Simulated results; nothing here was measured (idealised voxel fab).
The name of this process module is voxel self aligned vias.
Shown is cross-section cut, with a width of 185 nm and square cells of size 5 nm.
The cross-sections in this document take the form of a grid made of square cells. They are written out as bands, in order from top to bottom. Each band consists of one or more rows of cells. Per band: top height and bottom height in nm, followed by the left-to-right materials and their widths in nm; "all across" marks a single material spanning edge to edge, "blank" marks empty space. The reference from which all heights are counted is 0, the level beneath which the as-received wafer is entirely one material; the lowest band, having no lower bound, proceeds downward and is written after the example "0 -> down". Think of "30->40" as a width that walks from the first number to the second as you go down the band, top row to bottom row, taking equal-sized steps from row to row. "remained unchanged", as given for a step, is the statement that not any cell of the cross-section underwent a change during that step. Any empty space of 8 cells or more lacking an open way to the top shows up in "Fully sealed cavities" as width x height at distance, distance from the left edge, in nm. Step line, after settings: the simulator's comment on this step. What "overlay nm" on a step's line means: if the step has a mask, that mask lay this far to the right of its planned place, or, when the value is negative, to the left.
**The process steps that were planned are listed below**
| 1 | RECEIVE, material Si |
| 2 | CONFORMAL_DEP, material SiO2, thk nm 15 |
| 3 | CONFORMAL_DEP, material SiCN, thk nm 5 |
| 4 | DIRECTIONAL_DEP, material lowk, thk nm 30 |
| 5 | DIRECTIONAL_DEP, material aC, thk nm 10 |
| 6 | PATTERN, tone open, mask id LINES, material resist, width nm 25, pitch nm 55, thk nm 30, overlay nm 0 |
| 7 | DIRECTIONAL_ETCH, etch materials aC, depth nm 10 |
| 8 | STRIP, etch materials resist |
| 9 | DIRECTIONAL_ETCH, etch materials lowk, depth nm 30 |
| 10 | STRIP, etch materials aC |
| 11 | CONFORMAL_DEP, material TiN, thk nm 5 |
| 12 | FILL_DEP, material Ru, thk nm 5 |
| 13 | CMP, height nm 50 |
| 14 | SELECTIVE_ETCH, etch materials W Ru TiN, depth nm 5 |
| 15 | FILL_DEP, material SiN, thk nm 10 |
| 16 | CMP, height nm 50 |
| 17 | DIRECTIONAL_DEP, material lowk, thk nm 15 |
| 18 | PATTERN, tone open, mask id VIAS, material resist, width nm 35, pitch nm 55, thk nm 15, overlay nm 0 |
| 19 | DIRECTIONAL_ETCH, etch materials lowk, depth nm 15 |
| 20 | DIRECTIONAL_ETCH, etch materials SiN, depth nm 5 |
| 21 | STRIP, etch materials resist |
| 22 | CONFORMAL_DEP, material TiN, thk nm 5 |
| 23 | FILL_DEP, material W, thk nm 10 |
| 24 | CMP, height nm 65 |
| 25 | CONFORMAL_DEP, material SiCN, thk nm 5 |
**This is the cross-section of the wafer as we received it, i.e. after step 1**
> 0 -> down: Si all across
> Fully sealed cavities: none
**Cross-sectional view of the first of the two wafers upon completion of the module, processed in accordance with the plan**
> 70 -> 65: SiCN all across
> 65 -> 55: lowk 20 nm  TiN 5 nm  W 25 nm  TiN 5 nm  lowk 20 nm  TiN 5 nm  W 25 nm  TiN 5 nm  lowk 20 nm  TiN 5 nm  W 25 nm  TiN 5 nm  lowk 20 nm
> 55 -> 50: lowk 20 nm  TiN 10 nm  W 15 nm  TiN 10 nm  lowk 20 nm  TiN 10 nm  W 15 nm  TiN 10 nm  lowk 20 nm  TiN 10 nm  W 15 nm  TiN 10 nm  lowk 20 nm
> 50 -> 45: lowk 25 nm  TiN 25 nm  lowk 30 nm  TiN 25 nm  lowk 30 nm  TiN 25 nm  lowk 25 nm
> 45 -> 25: lowk 25 nm  TiN 5 nm  Ru 15 nm  TiN 5 nm  lowk 30 nm  TiN 5 nm  Ru 15 nm  TiN 5 nm  lowk 30 nm  TiN 5 nm  Ru 15 nm  TiN 5 nm  lowk 25 nm
> 25 -> 20: lowk 25 nm  TiN 25 nm  lowk 30 nm  TiN 25 nm  lowk 30 nm  TiN 25 nm  lowk 25 nm
> 20 -> 15: SiCN all across
> 15 -> 0: SiO2 all across
> 0 -> down: Si all across
> Fully sealed cavities: none
**Second wafer cross-section at end of module - shared start and plan with the first, one mistake in the run**
> 70 -> 65: SiCN all across
> 65 -> 55: lowk 20 nm  TiN 5 nm  W 25 nm  TiN 5 nm  lowk 20 nm  TiN 5 nm  W 25 nm  TiN 5 nm  lowk 20 nm  TiN 5 nm  W 25 nm  TiN 5 nm  lowk 20 nm
> 55 -> 50: lowk 20 nm  TiN 35 nm  lowk 20 nm  TiN 35 nm  lowk 20 nm  TiN 35 nm  lowk 20 nm
> 50 -> 45: SiCN all across
> 45 -> 15: lowk all across
> 15 -> 0: SiO2 all across
> 0 -> down: Si all across
> Fully sealed cavities: none
Processing error: swap of plan steps 3 and 4 during execution
Cell-count delta at end, second wafer over first, by material: 36 fewer of Ru; 45 fewer of TiN; 9 fewer of W; 90 more of lowk
